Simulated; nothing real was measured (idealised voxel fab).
This is a process module. Its name is voxel fin reveal.
Cross-sectional view cut (width: 210 nm; square cell size: 5 nm).
Bands, listed from the top down, are how a cross-section gets written in this document; the cross-section itself is a grid of square cells, and a band is one or more rows of them. Within each band entry, the heights of the top and of the bottom of the band appear first, in that order and in nm; the materials of the band then follow from left to right, each with its corresponding width in nm. The designation "throughout" on a single material indicates that it fills the band from edge to edge; the designation "empty" indicates empty space. Heights from 0 (as-received wafer is one material below). Bottom band endless downward, as "0 and below". Note: "30..40" means the width goes from the first number (top row of the band) to the second number (bottom row) in equal steps per row of cells. It should be understood that the words "no change occurred", when stated for a given step, signify that the cross-section underwent no change in any of its cells during that step. The list in "Closed void listing" covers empty spaces of 8 cells or more that cannot reach the top through any open way, and it gives each as width x height at distance; the distance is from the left edge, and width, height and distance are in nm. Past the settings on a step's line: simulator remark, on that step. "overlay nm", when on a step's line for a step with a mask, measures how far to the right of its planned place the mask lay; a negative measure means to the left.

-- The steps planned for the process are as follows
step 1: RECEIVE [material Si]
step 2: CONFORMAL_DEP [material SiN] [thk nm 10]
step 3: DIRECTIONAL_DEP [material aC] [thk nm 15]
step 4: PATTERN [tone cover] [mask id FINS] [material resist] [width nm 15] [pitch nm 40] [thk nm 30] [overlay nm 0]
step 5: DIRECTIONAL_ETCH [etch materials aC] [depth nm 15]
step 6: STRIP [etch materials resist]
step 7: DIRECTIONAL_ETCH [etch materials SiN] [depth nm 10]
step 8: DIRECTIONAL_ETCH [etch materials Si] [depth nm 30]
step 9: STRIP [etch materials aC]
step 10: FILL_DEP [material SiO2] [thk nm 15]
step 11: CMP [height nm 10]
step 12: SELECTIVE_ETCH [etch materials SiO2] [depth nm 30]
step 13: STRIP [etch materials SiN]
step 14: CONFORMAL_DEP [material HfO2] [thk nm 5]

-- So this is the incoming wafer in cross-section - it's already been through step 1
	0 and below  Si throughout
	Closed void listing: none

-- Wafer cross-section at module end: first of two, run to plan
	5 down to 0  empty: 70 | HfO2: 25 | empty: 15 | HfO2: 25 | empty: 75
	0 down to -15  empty: 70 | HfO2: 5 | Si: 15 | HfO2: 5 | empty: 15 | HfO2: 5 | Si: 15 | HfO2: 5 | empty: 75
	-15 down to -20  HfO2: 75 | Si: 15 | HfO2: 25 | Si: 15 | HfO2: 80
	-20 down to -30  SiO2: 75 | Si: 15 | SiO2: 25 | Si: 15 | SiO2: 80
	-30 and below  Si throughout
	Closed void listing: none

-- End of module, second wafer, cross-section. Started like the first, planned like the first, run with one mistake
	5 down to 0  HfO2: 80 | empty: 5 | HfO2: 35 | empty: 5 | HfO2: 85
	0 down to -15  Si: 75 | HfO2: 5 | empty: 5 | HfO2: 5 | Si: 25 | HfO2: 5 | empty: 5 | HfO2: 5 | Si: 80
	-15 down to -20  Si: 75 | HfO2: 15 | Si: 25 | HfO2: 15 | Si: 80
	-20 down to -30  Si: 75 | SiO2: 15 | Si: 25 | SiO2: 15 | Si: 80
	-30 and below  Si throughout
	Closed void listing: none
Heads up, the wafer didn't run the way we planned it: step 4 off recipe, ran as PATTERN [tone open] [mask id FINS] [material resist] [width nm 15] [pitch nm 40] [thk nm 30] [overlay nm 0]
Final difference in cells, second wafer against first, listed per material as more or fewer: 180 more of Si; 60 fewer of SiO2
